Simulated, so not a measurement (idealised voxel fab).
Documented hereafter: the process module known as voxel wiring stack.
It is cross-section cut that appears here, measuring 205 nm in width, its square cells being 5 nm in size.
A cross-section is written here as square cells arranged in a grid, and it is given in bands from the top down, each band taking up one or more rows of cells. Heights first: top, then bottom, in nm. Then materials, left to right, each with a width in nm. "all across" on a single material: fills the band edge to edge. "air": empty space. All heights in this document are referenced to 0, defined as the level beneath which the wafer, as received, consists entirely of one material. The lowest band is not bounded below; it extends indefinitely downward and is written in the form "top 0, no bottom". The two numbers in a width such as "30->40" mark its ends across the band: the first belongs to the top row of cells, the second to the bottom row, and from each row to the next the width moves by the same amount. No cell of the cross-section changed in a step that is given as "stayed the same". Reported under the label "Voids, enclosed" are the empty spaces having no open way to the top and comprising 8 cells or more; the notation for each is width x height at distance, in which the distance is measured from the left edge and all three values are in nm. On each step's line, the part that comes after the settings is the simulator's own comment on the step. What "overlay nm" on a step's line means: if the step has a mask, that mask lay this far to the right of its planned place, or, when the value is negative, to the left.
### These are the steps we planned for the process
| 1 | RECEIVE (material Si) |
| 2 | CONFORMAL_DEP (material SiO2; thk nm 10) |
| 3 | DIRECTIONAL_DEP (material TiN; thk nm 5) |
| 4 | DIRECTIONAL_DEP (material W; thk nm 20) |
| 5 | PATTERN (tone cover; mask id METAL_1; material resist; width nm 30; pitch nm 50; thk nm 20; overlay nm 0) |
| 6 | DIRECTIONAL_ETCH (etch materials W; depth nm 20) |
| 7 | DIRECTIONAL_ETCH (etch materials TiN; depth nm 5) |
| 8 | STRIP (etch materials resist) |
| 9 | FILL_DEP (material SiO2; thk nm 10) |
| 10 | CMP (height nm 35) |
| 11 | CONFORMAL_DEP (material SiCN; thk nm 5) |
| 12 | DIRECTIONAL_DEP (material lowk; thk nm 30) |
| 13 | PATTERN (tone open; mask id METAL_2_HOLES; material resist; width nm 15; pitch nm 50; thk nm 20; overlay nm 0) |
| 14 | DIRECTIONAL_ETCH (etch materials lowk; depth nm 30) |
| 15 | STRIP (etch materials resist) |
| 16 | PATTERN (tone open; mask id METAL_2; material resist; width nm 30; pitch nm 50; thk nm 15; overlay nm 0) |
| 17 | DIRECTIONAL_ETCH (etch materials lowk; depth nm 15) |
| 18 | DIRECTIONAL_ETCH (etch materials SiCN; depth nm 5) |
| 19 | STRIP (etch materials resist) |
| 20 | CONFORMAL_DEP (material TiN; thk nm 5) |
| 21 | FILL_DEP (material Ru; thk nm 5) |
| 22 | CMP (height nm 70) |
| 23 | CONFORMAL_DEP (material SiCN; thk nm 5) |
| 24 | DIRECTIONAL_DEP (material SiO2; thk nm 25) |
| 25 | PATTERN (tone open; mask id METAL_3_HOLES; material resist; width nm 15; pitch nm 50; thk nm 20; overlay nm 0) |
| 26 | DIRECTIONAL_ETCH (etch materials SiO2; depth nm 25) |
| 27 | STRIP (etch materials resist) |
| 28 | DIRECTIONAL_DEP (material aC; thk nm 15) |
| 29 | PATTERN (tone open; mask id METAL_3; material resist; width nm 30; pitch nm 50; thk nm 35; overlay nm 0) |
| 30 | DIRECTIONAL_ETCH (etch materials aC; depth nm 15) |
| 31 | STRIP (etch materials resist) |
| 32 | DIRECTIONAL_ETCH (etch materials SiO2; depth nm 15) |
| 33 | DIRECTIONAL_ETCH (etch materials SiCN; depth nm 5) |
| 34 | STRIP (etch materials aC) |
| 35 | CONFORMAL_DEP (material TiN; thk nm 5) |
| 36 | FILL_DEP (material Cu; thk nm 10) |
| 37 | CMP (height nm 100) |
| 38 | CONFORMAL_DEP (material SiCN; thk nm 5) |
| 39 | DIRECTIONAL_DEP (material lowk; thk nm 35) |
| 40 | DIRECTIONAL_DEP (material aC; thk nm 15) |
| 41 | PATTERN (tone open; mask id METAL_4; material resist; width nm 30; pitch nm 50; thk nm 30; overlay nm 0) |
| 42 | DIRECTIONAL_ETCH (etch materials aC; depth nm 15) |
| 43 | STRIP (etch materials resist) |
| 44 | DIRECTIONAL_ETCH (etch materials lowk; depth nm 20) |
| 45 | STRIP (etch materials aC) |
| 46 | PATTERN (tone open; mask id METAL_4_HOLES; material resist; width nm 15; pitch nm 50; thk nm 20; overlay nm 0) |
| 47 | DIRECTIONAL_ETCH (etch materials lowk; depth nm 15) |
| 48 | DIRECTIONAL_ETCH (etch materials SiCN; depth nm 5) |
| 49 | STRIP (etch materials resist) |
| 50 | CONFORMAL_DEP (material TiN; thk nm 5) |
| 51 | FILL_DEP (material Ru; thk nm 5) |
| 52 | CMP (height nm 140) |
| 53 | CONFORMAL_DEP (material SiCN; thk nm 5) |
### Below: the first of two wafers, run as planned
### As-received wafer cross-section (after step 1)
top 0, no bottom | Si all across
Voids, enclosed: none
### Wafer after step 2 (cross-section)
top 10, bottom 0 | SiO2 all across
Heights below 0 show no change.
### Wafer after step 3 (cross-section)
top 15, bottom 10 | TiN all across
Heights below 10 show no change.
### Wafer after step 4 (cross-section)
top 35, bottom 15 | W all across
Heights below 15 show no change.
### Wafer after step 5 (cross-section)
top 55, bottom 35 | air: 60, then resist: 30, then air: 20, then resist: 30, then air: 65
Heights below 35 show no change.
### Wafer after step 6 (cross-section)
top 55, bottom 35 | air: 60, then resist: 30, then air: 20, then resist: 30, then air: 65
top 35, bottom 15 | air: 60, then W: 30, then air: 20, then W: 30, then air: 65
Heights below 15 show no change.
### Wafer after step 7 (cross-section)
top 55, bottom 35 | air: 60, then resist: 30, then air: 20, then resist: 30, then air: 65
top 35, bottom 15 | air: 60, then W: 30, then air: 20, then W: 30, then air: 65
top 15, bottom 10 | air: 60, then TiN: 30, then air: 20, then TiN: 30, then air: 65
Heights below 10 show no change.
### Wafer after step 8 (cross-section)
top 35, bottom 15 | air: 60, then W: 30, then air: 20, then W: 30, then air: 65
Heights below 15 show no change.
### Wafer after step 9 (cross-section)
top 45, bottom 35 | SiO2 all across
top 35, bottom 15 | SiO2: 60, then W: 30, then SiO2: 20, then W: 30, then SiO2: 65
top 15, bottom 10 | SiO2: 60, then TiN: 30, then SiO2: 20, then TiN: 30, then SiO2: 65
Heights below 10 show no change.
### Wafer after step 10 (cross-section)
top 35, bottom 15 | SiO2: 60, then W: 30, then SiO2: 20, then W: 30, then SiO2: 65
Heights below 15 show no change.
### Wafer after step 11 (cross-section)
top 40, bottom 35 | SiCN all across
Heights below 35 show no change.
### Wafer after step 12 (cross-section)
top 70, bottom 40 | lowk all across
Heights below 40 show no change.
### Wafer after step 13 (cross-section)
top 90, bottom 70 | resist: 60, then air: 15, then resist: 35, then air: 15, then resist: 80
Heights below 70 show no change.
### Wafer after step 14 (cross-section)
top 90, bottom 70 | resist: 60, then air: 15, then resist: 35, then air: 15, then resist: 80
top 70, bottom 40 | lowk: 60, then air: 15, then lowk: 35, then air: 15, then lowk: 80
Heights below 40 show no change.
### Wafer after step 15 (cross-section)
top 70, bottom 40 | lowk: 60, then air: 15, then lowk: 35, then air: 15, then lowk: 80
Heights below 40 show no change.
### Wafer after step 16 (cross-section)
top 85, bottom 70 | resist: 60, then air: 30, then resist: 20, then air: 30, then resist: 65
Heights below 70 show no change.
### Wafer after step 17 (cross-section)
top 85, bottom 70 | resist: 60, then air: 30, then resist: 20, then air: 30, then resist: 65
top 70, bottom 55 | lowk: 60, then air: 30, then lowk: 20, then air: 30, then lowk: 65
Heights below 55 show no change.
### Wafer after step 18 (cross-section)
top 85, bottom 70 | resist: 60, then air: 30, then resist: 20, then air: 30, then resist: 65
top 70, bottom 55 | lowk: 60, then air: 30, then lowk: 20, then air: 30, then lowk: 65
top 55, bottom 40 | lowk: 60, then air: 15, then lowk: 35, then air: 15, then lowk: 80
top 40, bottom 35 | SiCN: 60, then air: 15, then SiCN: 35, then air: 15, then SiCN: 80
Heights below 35 show no change.
### Wafer after step 19 (cross-section)
top 70, bottom 55 | lowk: 60, then air: 30, then lowk: 20, then air: 30, then lowk: 65
Heights below 55 show no change.
### Wafer after step 20 (cross-section)
top 75, bottom 70 | TiN: 65, then air: 20, then TiN: 30, then air: 20, then TiN: 70
top 70, bottom 60 | lowk: 60, then TiN: 5, then air: 20, then TiN: 5, then lowk: 20, then TiN: 5, then air: 20, then TiN: 5, then lowk: 65
top 60, bottom 55 | lowk: 60, then TiN: 5, then air: 5, then TiN: 20, then lowk: 20, then TiN: 5, then air: 5, then TiN: 20, then lowk: 65
top 55, bottom 40 | lowk: 60, then TiN: 5, then air: 5, then TiN: 5, then lowk: 35, then TiN: 5, then air: 5, then TiN: 5, then lowk: 80
top 40, bottom 35 | SiCN: 60, then TiN: 15, then SiCN: 35, then TiN: 15, then SiCN: 80
Heights below 35 show no change.
### Wafer after step 21 (cross-section)
top 80, bottom 75 | Ru all across
top 75, bottom 70 | TiN: 65, then Ru: 20, then TiN: 30, then Ru: 20, then TiN: 70
top 70, bottom 60 | lowk: 60, then TiN: 5, then Ru: 20, then TiN: 5, then lowk: 20, then TiN: 5, then Ru: 20, then TiN: 5, then lowk: 65
top 60, bottom 55 | lowk: 60, then TiN: 5, then Ru: 5, then TiN: 20, then lowk: 20, then TiN: 5, then Ru: 5, then TiN: 20, then lowk: 65
top 55, bottom 40 | lowk: 60, then TiN: 5, then Ru: 5, then TiN: 5, then lowk: 35, then TiN: 5, then Ru: 5, then TiN: 5, then lowk: 80
Heights below 40 show no change.
### Wafer after step 22 (cross-section)
top 70, bottom 60 | lowk: 60, then TiN: 5, then Ru: 20, then TiN: 5, then lowk: 20, then TiN: 5, then Ru: 20, then TiN: 5, then lowk: 65
Heights below 60 show no change.
### Wafer after step 23 (cross-section)
top 75, bottom 70 | SiCN all across
Heights below 70 show no change.
### Wafer after step 24 (cross-section)
top 100, bottom 75 | SiO2 all across
Heights below 75 show no change.
### Wafer after step 25 (cross-section)
top 120, bottom 100 | resist: 60, then air: 15, then resist: 35, then air: 15, then resist: 80
Heights below 100 show no change.
### Wafer after step 26 (cross-section)
top 120, bottom 100 | resist: 60, then air: 15, then resist: 35, then air: 15, then resist: 80
top 100, bottom 75 | SiO2: 60, then air: 15, then SiO2: 35, then air: 15, then SiO2: 80
Heights below 75 show no change.
### Wafer after step 27 (cross-section)
top 100, bottom 75 | SiO2: 60, then air: 15, then SiO2: 35, then air: 15, then SiO2: 80
Heights below 75 show no change.
### Wafer after step 28 (cross-section)
top 115, bottom 100 | aC: 60, then air: 15, then aC: 35, then air: 15, then aC: 80
top 100, bottom 90 | SiO2: 60, then air: 15, then SiO2: 35, then air: 15, then SiO2: 80
top 90, bottom 75 | SiO2: 60, then aC: 15, then SiO2: 35, then aC: 15, then SiO2: 80
Heights below 75 show no change.
### Wafer after step 29 (cross-section)
top 150, bottom 115 | resist: 60, then air: 30, then resist: 20, then air: 30, then resist: 65
Heights below 115 show no change.
### Wafer after step 30 (cross-section)
top 135, bottom 115 | resist: 60, then air: 30, then resist: 20, then air: 30, then resist: 65
top 115, bottom 100 | aC: 60, then air: 30, then aC: 20, then air: 30, then aC: 65
top 100, bottom 75 | SiO2: 60, then air: 15, then SiO2: 35, then air: 15, then SiO2: 80
Heights below 75 show no change.
### Wafer after step 31 (cross-section)
top 115, bottom 100 | aC: 60, then air: 30, then aC: 20, then air: 30, then aC: 65
Heights below 100 show no change.
### Wafer after step 32 (cross-section)
top 115, bottom 100 | aC: 60, then air: 30, then aC: 20, then air: 30, then aC: 65
top 100, bottom 85 | SiO2: 60, then air: 30, then SiO2: 20, then air: 30, then SiO2: 65
Heights below 85 show no change.
### Wafer after step 33 (cross-section)
top 115, bottom 100 | aC: 60, then air: 30, then aC: 20, then air: 30, then aC: 65
top 100, bottom 85 | SiO2: 60, then air: 30, then SiO2: 20, then air: 30, then SiO2: 65
top 85, bottom 75 | SiO2: 60, then air: 15, then SiO2: 35, then air: 15, then SiO2: 80
top 75, bottom 70 | SiCN: 60, then air: 15, then SiCN: 35, then air: 15, then SiCN: 80
Heights below 70 show no change.
### Wafer after step 34 (cross-section)
top 100, bottom 85 | SiO2: 60, then air: 30, then SiO2: 20, then air: 30, then SiO2: 65
Heights below 85 show no change.
### Wafer after step 35 (cross-section)
top 105, bottom 100 | TiN: 65, then air: 20, then TiN: 30, then air: 20, then TiN: 70
top 100, bottom 90 | SiO2: 60, then TiN: 5, then air: 20, then TiN: 5, then SiO2: 20, then TiN: 5, then air: 20, then TiN: 5, then SiO2: 65
top 90, bottom 85 | SiO2: 60, then TiN: 5, then air: 5, then TiN: 20, then SiO2: 20, then TiN: 5, then air: 5, then TiN: 20, then SiO2: 65
top 85, bottom 75 | SiO2: 60, then TiN: 5, then air: 5, then TiN: 5, then SiO2: 35, then TiN: 5, then air: 5, then TiN: 5, then SiO2: 80
top 75, bottom 70 | SiCN: 60, then TiN: 15, then SiCN: 35, then TiN: 15, then SiCN: 80
Heights below 70 show no change.
### Wafer after step 36 (cross-section)
top 115, bottom 105 | Cu all across
top 105, bottom 100 | TiN: 65, then Cu: 20, then TiN: 30, then Cu: 20, then TiN: 70
top 100, bottom 90 | SiO2: 60, then TiN: 5, then Cu: 20, then TiN: 5, then SiO2: 20, then TiN: 5, then Cu: 20, then TiN: 5, then SiO2: 65
top 90, bottom 85 | SiO2: 60, then TiN: 5, then Cu: 5, then TiN: 20, then SiO2: 20, then TiN: 5, then Cu: 5, then TiN: 20, then SiO2: 65
top 85, bottom 75 | SiO2: 60, then TiN: 5, then Cu: 5, then TiN: 5, then SiO2: 35, then TiN: 5, then Cu: 5, then TiN: 5, then SiO2: 80
Heights below 75 show no change.
### Wafer after step 37 (cross-section)
top 100, bottom 90 | SiO2: 60, then TiN: 5, then Cu: 20, then TiN: 5, then SiO2: 20, then TiN: 5, then Cu: 20, then TiN: 5, then SiO2: 65
Heights below 90 show no change.
### Wafer after step 38 (cross-section)
top 105, bottom 100 | SiCN all across
Heights below 100 show no change.
### Wafer after step 39 (cross-section)
top 140, bottom 105 | lowk all across
Heights below 105 show no change.
### Wafer after step 40 (cross-section)
top 155, bottom 140 | aC all across
Heights below 140 show no change.
### Wafer after step 41 (cross-section)
top 185, bottom 155 | resist: 60, then air: 30, then resist: 20, then air: 30, then resist: 65
Heights below 155 show no change.
### Wafer after step 42 (cross-section)
top 170, bottom 155 | resist: 60, then air: 30, then resist: 20, then air: 30, then resist: 65
top 155, bottom 140 | aC: 60, then air: 30, then aC: 20, then air: 30, then aC: 65
Heights below 140 show no change.
### Wafer after step 43 (cross-section)
top 155, bottom 140 | aC: 60, then air: 30, then aC: 20, then air: 30, then aC: 65
Heights below 140 show no change.
### Wafer after step 44 (cross-section)
top 155, bottom 140 | aC: 60, then air: 30, then aC: 20, then air: 30, then aC: 65
top 140, bottom 120 | lowk: 60, then air: 30, then lowk: 20, then air: 30, then lowk: 65
Heights below 120 show no change.
### Wafer after step 45 (cross-section)
top 140, bottom 120 | lowk: 60, then air: 30, then lowk: 20, then air: 30, then lowk: 65
Heights below 120 show no change.
### Wafer after step 46 (cross-section)
top 160, bottom 140 | resist: 60, then air: 15, then resist: 35, then air: 15, then resist: 80
top 140, bottom 120 | lowk: 60, then air: 15, then resist: 15, then lowk: 20, then air: 15, then resist: 15, then lowk: 65
Heights below 120 show no change.
### Wafer after step 47 (cross-section)
top 160, bottom 140 | resist: 60, then air: 15, then resist: 35, then air: 15, then resist: 80
top 140, bottom 120 | lowk: 60, then air: 15, then resist: 15, then lowk: 20, then air: 15, then resist: 15, then lowk: 65
top 120, bottom 105 | lowk: 60, then air: 15, then lowk: 35, then air: 15, then lowk: 80
Heights below 105 show no change.
### Wafer after step 48 (cross-section)
top 160, bottom 140 | resist: 60, then air: 15, then resist: 35, then air: 15, then resist: 80
top 140, bottom 120 | lowk: 60, then air: 15, then resist: 15, then lowk: 20, then air: 15, then resist: 15, then lowk: 65
top 120, bottom 105 | lowk: 60, then air: 15, then lowk: 35, then air: 15, then lowk: 80
top 105, bottom 100 | SiCN: 60, then air: 15, then SiCN: 35, then air: 15, then SiCN: 80
Heights below 100 show no change.
### Wafer after step 49 (cross-section)
top 140, bottom 120 | lowk: 60, then air: 30, then lowk: 20, then air: 30, then lowk: 65
Heights below 120 show no change.
### Wafer after step 50 (cross-section)
top 145, bottom 140 | TiN: 65, then air: 20, then TiN: 30, then air: 20, then TiN: 70
top 140, bottom 125 | lowk: 60, then TiN: 5, then air: 20, then TiN: 5, then lowk: 20, then TiN: 5, then air: 20, then TiN: 5, then lowk: 65
top 125, bottom 120 | lowk: 60, then TiN: 5, then air: 5, then TiN: 20, then lowk: 20, then TiN: 5, then air: 5, then TiN: 20, then lowk: 65
top 120, bottom 105 | lowk: 60, then TiN: 5, then air: 5, then TiN: 5, then lowk: 35, then TiN: 5, then air: 5, then TiN: 5, then lowk: 80
top 105, bottom 100 | SiCN: 60, then TiN: 15, then SiCN: 35, then TiN: 15, then SiCN: 80
Heights below 100 show no change.
### Wafer after step 51 (cross-section)
top 150, bottom 145 | Ru all across
top 145, bottom 140 | TiN: 65, then Ru: 20, then TiN: 30, then Ru: 20, then TiN: 70
top 140, bottom 125 | lowk: 60, then TiN: 5, then Ru: 20, then TiN: 5, then lowk: 20, then TiN: 5, then Ru: 20, then TiN: 5, then lowk: 65
top 125, bottom 120 | lowk: 60, then TiN: 5, then Ru: 5, then TiN: 20, then lowk: 20, then TiN: 5, then Ru: 5, then TiN: 20, then lowk: 65
top 120, bottom 105 | lowk: 60, then TiN: 5, then Ru: 5, then TiN: 5, then lowk: 35, then TiN: 5, then Ru: 5, then TiN: 5, then lowk: 80
Heights below 105 show no change.
### Wafer after step 52 (cross-section)
top 140, bottom 125 | lowk: 60, then TiN: 5, then Ru: 20, then TiN: 5, then lowk: 20, then TiN: 5, then Ru: 20, then TiN: 5, then lowk: 65
Heights below 125 show no change.
### Wafer after step 53 (cross-section)
top 145, bottom 140 | SiCN all across
Heights below 140 show no change.
### What follows concerns the second wafer, which started out like the first and was meant to follow the very same plan; one mistake crept in when it was run, but everything up to and including step 22 is the same as for the first wafer
### Cross-section of the second wafer when, according to plan, step 23 should have finished
top 95, bottom 70 | SiO2 all across
Heights below 70 show no change.
### Cross-section of the second wafer when, according to plan, step 24 should have finished
top 100, bottom 95 | SiCN all across
Heights below 95 show no change.
### Cross-section of the second wafer when, according to plan, step 25 should have finished
top 120, bottom 100 | resist: 60, then air: 15, then resist: 35, then air: 15, then resist: 80
Heights below 100 show no change.
Cross-section of the second wafer when, according to plan, step 26 should have finished: stayed the same
### Cross-section of the second wafer when, according to plan, step 27 should have finished
top 100, bottom 95 | SiCN all across
Heights below 95 show no change.
### Cross-section of the second wafer when, according to plan, step 28 should have finished
top 115, bottom 100 | aC all across
Heights below 100 show no change.
### Cross-section of the second wafer when, according to plan, step 29 should have finished
top 150, bottom 115 | resist: 60, then air: 30, then resist: 20, then air: 30, then resist: 65
Heights below 115 show no change.
### Cross-section of the second wafer when, according to plan, step 30 should have finished
top 135, bottom 115 | resist: 60, then air: 30, then resist: 20, then air: 30, then resist: 65
top 115, bottom 100 | aC: 60, then air: 30, then aC: 20, then air: 30, then aC: 65
Heights below 100 show no change.
### Cross-section of the second wafer when, according to plan, step 31 should have finished
top 115, bottom 100 | aC: 60, then air: 30, then aC: 20, then air: 30, then aC: 65
Heights below 100 show no change.
Cross-section of the second wafer when, according to plan, step 32 should have finished: stayed the same
### Cross-section of the second wafer when, according to plan, step 33 should have finished
top 115, bottom 100 | aC: 60, then air: 30, then aC: 20, then air: 30, then aC: 65
top 100, bottom 95 | SiCN: 60, then air: 30, then SiCN: 20, then air: 30, then SiCN: 65
Heights below 95 show no change.
### Cross-section of the second wafer when, according to plan, step 34 should have finished
top 100, bottom 95 | SiCN: 60, then air: 30, then SiCN: 20, then air: 30, then SiCN: 65
Heights below 95 show no change.
### Cross-section of the second wafer when, according to plan, step 35 should have finished
top 105, bottom 100 | TiN: 65, then air: 20, then TiN: 30, then air: 20, then TiN: 70
top 100, bottom 95 | SiCN: 60, then TiN: 30, then SiCN: 20, then TiN: 30, then SiCN: 65
Heights below 95 show no change.
### Cross-section of the second wafer when, according to plan, step 36 should have finished
top 115, bottom 105 | Cu all across
top 105, bottom 100 | TiN: 65, then Cu: 20, then TiN: 30, then Cu: 20, then TiN: 70
Heights below 100 show no change.
### Cross-section of the second wafer when, according to plan, step 37 should have finished
top 100, bottom 95 | SiCN: 60, then TiN: 30, then SiCN: 20, then TiN: 30, then SiCN: 65
Heights below 95 show no change.
### Cross-section of the second wafer when, according to plan, step 38 should have finished
top 105, bottom 100 | SiCN all across
Heights below 100 show no change.
### Cross-section of the second wafer when, according to plan, step 39 should have finished
top 140, bottom 105 | lowk all across
Heights below 105 show no change.
### Cross-section of the second wafer when, according to plan, step 40 should have finished
top 155, bottom 140 | aC all across
Heights below 140 show no change.
### Cross-section of the second wafer when, according to plan, step 41 should have finished
top 185, bottom 155 | resist: 60, then air: 30, then resist: 20, then air: 30, then resist: 65
Heights below 155 show no change.
### Cross-section of the second wafer when, according to plan, step 42 should have finished
top 170, bottom 155 | resist: 60, then air: 30, then resist: 20, then air: 30, then resist: 65
top 155, bottom 140 | aC: 60, then air: 30, then aC: 20, then air: 30, then aC: 65
Heights below 140 show no change.
### Cross-section of the second wafer when, according to plan, step 43 should have finished
top 155, bottom 140 | aC: 60, then air: 30, then aC: 20, then air: 30, then aC: 65
Heights below 140 show no change.
### Cross-section of the second wafer when, according to plan, step 44 should have finished
top 155, bottom 140 | aC: 60, then air: 30, then aC: 20, then air: 30, then aC: 65
top 140, bottom 120 | lowk: 60, then air: 30, then lowk: 20, then air: 30, then lowk: 65
Heights below 120 show no change.
### Cross-section of the second wafer when, according to plan, step 45 should have finished
top 140, bottom 120 | lowk: 60, then air: 30, then lowk: 20, then air: 30, then lowk: 65
Heights below 120 show no change.
### Cross-section of the second wafer when, according to plan, step 46 should have finished
top 160, bottom 140 | resist: 60, then air: 15, then resist: 35, then air: 15, then resist: 80
top 140, bottom 120 | lowk: 60, then air: 15, then resist: 15, then lowk: 20, then air: 15, then resist: 15, then lowk: 65
Heights below 120 show no change.
### Cross-section of the second wafer when, according to plan, step 47 should have finished
top 160, bottom 140 | resist: 60, then air: 15, then resist: 35, then air: 15, then resist: 80
top 140, bottom 120 | lowk: 60, then air: 15, then resist: 15, then lowk: 20, then air: 15, then resist: 15, then lowk: 65
top 120, bottom 105 | lowk: 60, then air: 15, then lowk: 35, then air: 15, then lowk: 80
Heights below 105 show no change.
### Cross-section of the second wafer when, according to plan, step 48 should have finished
top 160, bottom 140 | resist: 60, then air: 15, then resist: 35, then air: 15, then resist: 80
top 140, bottom 120 | lowk: 60, then air: 15, then resist: 15, then lowk: 20, then air: 15, then resist: 15, then lowk: 65
top 120, bottom 105 | lowk: 60, then air: 15, then lowk: 35, then air: 15, then lowk: 80
top 105, bottom 100 | SiCN: 60, then air: 15, then SiCN: 35, then air: 15, then SiCN: 80
Heights below 100 show no change.
### Cross-section of the second wafer when, according to plan, step 49 should have finished
top 140, bottom 120 | lowk: 60, then air: 30, then lowk: 20, then air: 30, then lowk: 65
Heights below 120 show no change.
### Cross-section of the second wafer when, according to plan, step 50 should have finished
top 145, bottom 140 | TiN: 65, then air: 20, then TiN: 30, then air: 20, then TiN: 70
top 140, bottom 125 | lowk: 60, then TiN: 5, then air: 20, then TiN: 5, then lowk: 20, then TiN: 5, then air: 20, then TiN: 5, then lowk: 65
top 125, bottom 120 | lowk: 60, then TiN: 5, then air: 5, then TiN: 20, then lowk: 20, then TiN: 5, then air: 5, then TiN: 20, then lowk: 65
top 120, bottom 105 | lowk: 60, then TiN: 5, then air: 5, then TiN: 5, then lowk: 35, then TiN: 5, then air: 5, then TiN: 5, then lowk: 80
top 105, bottom 95 | SiCN: 60, then TiN: 15->30, then SiCN: 35->20, then TiN: 15->30, then SiCN: 80->65
Heights below 95 show no change.
### Cross-section of the second wafer when, according to plan, step 51 should have finished
top 150, bottom 145 | Ru all across
top 145, bottom 140 | TiN: 65, then Ru: 20, then TiN: 30, then Ru: 20, then TiN: 70
top 140, bottom 125 | lowk: 60, then TiN: 5, then Ru: 20, then TiN: 5, then lowk: 20, then TiN: 5, then Ru: 20, then TiN: 5, then lowk: 65
top 125, bottom 120 | lowk: 60, then TiN: 5, then Ru: 5, then TiN: 20, then lowk: 20, then TiN: 5, then Ru: 5, then TiN: 20, then lowk: 65
top 120, bottom 105 | lowk: 60, then TiN: 5, then Ru: 5, then TiN: 5, then lowk: 35, then TiN: 5, then Ru: 5, then TiN: 5, then lowk: 80
Heights below 105 show no change.
### Cross-section of the second wafer when, according to plan, step 52 should have finished
top 140, bottom 125 | lowk: 60, then TiN: 5, then Ru: 20, then TiN: 5, then lowk: 20, then TiN: 5, then Ru: 20, then TiN: 5, then lowk: 65
Heights below 125 show no change.
### Cross-section of the second wafer when, according to plan, step 53 should have finished
top 145, bottom 140 | SiCN all across
Heights below 140 show no change.
Misprocessing identified: note: step 23 <-> step 24, run order reversed vs plan
At the finish, the second wafer shows more or fewer cells for some materials than the first does: Cu -22, SiCN -6, SiO2 +48, TiN -20
